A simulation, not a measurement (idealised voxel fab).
process module | voxel self aligned vias
cross-section cut | 215 nm wide | cells 5 nm
A cross-section is a grid of square cells, given in bands from the top down. A band is one or more rows of cells.
Each band's line starts with the height of the band's top and of its bottom, in nm. Then come its materials from left to right, each with its width in nm. One material with "throughout" fills the band from edge to edge. "air" is empty space.
Height 0 is the level under which the wafer as received is all one material. The lowest band goes on downwards, as in "0 down".
A width such as "30 to 40" changes by the same amount from each row of cells to the next, from the band's top row to its bottom row.
"no change" after a step means that no cell of the cross-section changed.
closed voids: empty space of 8 cells or more with no open way to the top, each as width x height at its distance from the left edge, in nm
after a step's settings: what the simulator itself notes on the step
overlay nm, on a step with a mask: how far to the right of its planned place the mask lay; to the left if negative
plan
1 op RECEIVE | material Si
2 op CONFORMAL_DEP | material SiO2 | thk nm 15
3 op CONFORMAL_DEP | material SiCN | thk nm 5
4 op DIRECTIONAL_DEP | material lowk | thk nm 30
5 op PATTERN | tone open | mask id LINES | material resist | width nm 30 | pitch nm 70 | thk nm 15 | overlay nm 0
6 op DIRECTIONAL_ETCH | etch materials lowk | depth nm 30
7 op STRIP | etch materials resist
8 op CONFORMAL_DEP | material TiN | thk nm 5
9 op FILL_DEP | material W | thk nm 10
10 op CMP | height nm 50
11 op SELECTIVE_ETCH | etch materials W Ru TiN | depth nm 5
12 op FILL_DEP | material SiN | thk nm 5
13 op CMP | height nm 50
14 op DIRECTIONAL_DEP | material lowk | thk nm 15
15 op MASKED_ETCH | tone open | mask id VIAS | width nm 50 | pitch nm 70 | etch materials lowk | depth nm 15 | overlay nm 0
16 op MASKED_ETCH | tone open | mask id VIAS | width nm 50 | pitch nm 70 | etch materials SiN | depth nm 5 | overlay nm 0
17 op CONFORMAL_DEP | material TiN | thk nm 5
18 op FILL_DEP | material W | thk nm 5
19 op CMP | height nm 65
20 op CONFORMAL_DEP | material SiCN | thk nm 5
first wafer, as planned
as received, after step 1
  0 down: Si throughout
  closed voids: none
after step 2
  15 to 0: SiO2 throughout
  below 0: unchanged
after step 3
  20 to 15: SiCN throughout
  below 15: unchanged
after step 4
  50 to 20: lowk throughout
  below 20: unchanged
after step 5
  65 to 50: resist 55 | air 30 | resist 40 | air 30 | resist 60
  below 50: unchanged
after step 6
  65 to 50: resist 55 | air 30 | resist 40 | air 30 | resist 60
  50 to 20: lowk 55 | air 30 | lowk 40 | air 30 | lowk 60
  below 20: unchanged
after step 7
  50 to 20: lowk 55 | air 30 | lowk 40 | air 30 | lowk 60
  below 20: unchanged
after step 8
  55 to 50: TiN 60 | air 20 | TiN 50 | air 20 | TiN 65
  50 to 25: lowk 55 | TiN 5 | air 20 | TiN 5 | lowk 40 | TiN 5 | air 20 | TiN 5 | lowk 60
  25 to 20: lowk 55 | TiN 30 | lowk 40 | TiN 30 | lowk 60
  below 20: unchanged
after step 9
  65 to 55: W throughout
  55 to 50: TiN 60 | W 20 | TiN 50 | W 20 | TiN 65
  50 to 25: lowk 55 | TiN 5 | W 20 | TiN 5 | lowk 40 | TiN 5 | W 20 | TiN 5 | lowk 60
  below 25: unchanged
after step 10
  50 to 25: lowk 55 | TiN 5 | W 20 | TiN 5 | lowk 40 | TiN 5 | W 20 | TiN 5 | lowk 60
  below 25: unchanged
after step 11
  50 to 45: lowk 55 | air 30 | lowk 40 | air 30 | lowk 60
  below 45: unchanged
after step 12
  55 to 50: SiN throughout
  50 to 45: lowk 55 | SiN 30 | lowk 40 | SiN 30 | lowk 60
  below 45: unchanged
after step 13
  50 to 45: lowk 55 | SiN 30 | lowk 40 | SiN 30 | lowk 60
  below 45: unchanged
after step 14
  65 to 50: lowk throughout
  below 50: unchanged
after step 15
  65 to 50: lowk 45 | air 50 | lowk 20 | air 50 | lowk 50
  below 50: unchanged
after step 16
  65 to 50: lowk 45 | air 50 | lowk 20 | air 50 | lowk 50
  50 to 45: lowk 55 | air 30 | lowk 40 | air 30 | lowk 60
  below 45: unchanged
after step 17
  70 to 65: TiN 50 | air 40 | TiN 30 | air 40 | TiN 55
  65 to 55: lowk 45 | TiN 5 | air 40 | TiN 5 | lowk 20 | TiN 5 | air 40 | TiN 5 | lowk 50
  55 to 50: lowk 45 | TiN 15 | air 20 | TiN 15 | lowk 20 | TiN 15 | air 20 | TiN 15 | lowk 50
  50 to 45: lowk 55 | TiN 30 | lowk 40 | TiN 30 | lowk 60
  below 45: unchanged
after step 18
  75 to 70: W throughout
  70 to 65: TiN 50 | W 40 | TiN 30 | W 40 | TiN 55
  65 to 55: lowk 45 | TiN 5 | W 40 | TiN 5 | lowk 20 | TiN 5 | W 40 | TiN 5 | lowk 50
  55 to 50: lowk 45 | TiN 15 | W 20 | TiN 15 | lowk 20 | TiN 15 | W 20 | TiN 15 | lowk 50
  below 50: unchanged
after step 19
  65 to 55: lowk 45 | TiN 5 | W 40 | TiN 5 | lowk 20 | TiN 5 | W 40 | TiN 5 | lowk 50
  below 55: unchanged
after step 20
  70 to 65: SiCN throughout
  below 65: unchanged
second wafer: like start, like plan, one mistake. Through step 4 it matches the first wafer
when step 5 should have ended
  65 to 50: resist 50 | air 40 | resist 30 | air 40 | resist 55
  below 50: unchanged
when step 6 should have ended
  65 to 50: resist 50 | air 40 | resist 30 | air 40 | resist 55
  50 to 20: lowk 50 | air 40 | lowk 30 | air 40 | lowk 55
  below 20: unchanged
when step 7 should have ended
  50 to 20: lowk 50 | air 40 | lowk 30 | air 40 | lowk 55
  below 20: unchanged
when step 8 should have ended
  55 to 50: TiN 55 | air 30 | TiN 40 | air 30 | TiN 60
  50 to 25: lowk 50 | TiN 5 | air 30 | TiN 5 | lowk 30 | TiN 5 | air 30 | TiN 5 | lowk 55
  25 to 20: lowk 50 | TiN 40 | lowk 30 | TiN 40 | lowk 55
  below 20: unchanged
when step 9 should have ended
  65 to 55: W throughout
  55 to 50: TiN 55 | W 30 | TiN 40 | W 30 | TiN 60
  50 to 25: lowk 50 | TiN 5 | W 30 | TiN 5 | lowk 30 | TiN 5 | W 30 | TiN 5 | lowk 55
  below 25: unchanged
when step 10 should have ended
  50 to 25: lowk 50 | TiN 5 | W 30 | TiN 5 | lowk 30 | TiN 5 | W 30 | TiN 5 | lowk 55
  below 25: unchanged
when step 11 should have ended
  50 to 45: lowk 50 | air 40 | lowk 30 | air 40 | lowk 55
  below 45: unchanged
when step 12 should have ended
  55 to 50: SiN throughout
  50 to 45: lowk 50 | SiN 40 | lowk 30 | SiN 40 | lowk 55
  below 45: unchanged
when step 13 should have ended
  50 to 45: lowk 50 | SiN 40 | lowk 30 | SiN 40 | lowk 55
  below 45: unchanged
when step 14 should have ended
  65 to 50: lowk throughout
  below 50: unchanged
when step 15 should have ended
  65 to 50: lowk 45 | air 50 | lowk 20 | air 50 | lowk 50
  below 50: unchanged
when step 16 should have ended
  65 to 50: lowk 45 | air 50 | lowk 20 | air 50 | lowk 50
  50 to 45: lowk 50 | air 40 | lowk 30 | air 40 | lowk 55
  below 45: unchanged
when step 17 should have ended
  70 to 65: TiN 50 | air 40 | TiN 30 | air 40 | TiN 55
  65 to 55: lowk 45 | TiN 5 | air 40 | TiN 5 | lowk 20 | TiN 5 | air 40 | TiN 5 | lowk 50
  55 to 50: lowk 45 | TiN 10 | air 30 | TiN 10 | lowk 20 | TiN 10 | air 30 | TiN 10 | lowk 50
  50 to 45: lowk 50 | TiN 40 | lowk 30 | TiN 40 | lowk 55
  below 45: unchanged
when step 18 should have ended
  75 to 70: W throughout
  70 to 65: TiN 50 | W 40 | TiN 30 | W 40 | TiN 55
  65 to 55: lowk 45 | TiN 5 | W 40 | TiN 5 | lowk 20 | TiN 5 | W 40 | TiN 5 | lowk 50
  55 to 50: lowk 45 | TiN 10 | W 30 | TiN 10 | lowk 20 | TiN 10 | W 30 | TiN 10 | lowk 50
  below 50: unchanged
when step 19 should have ended
  65 to 55: lowk 45 | TiN 5 | W 40 | TiN 5 | lowk 20 | TiN 5 | W 40 | TiN 5 | lowk 50
  below 55: unchanged
when step 20 should have ended
  70 to 65: SiCN throughout
  below 65: unchanged
what went wrong: step 5 ran as: op PATTERN | tone open | mask id LINES | material resist | width nm 40 | pitch nm 70 | thk nm 15 | overlay nm 0
at the end the second wafer has, in cells: 4 more of TiN | 20 more of W | 24 fewer of lowk
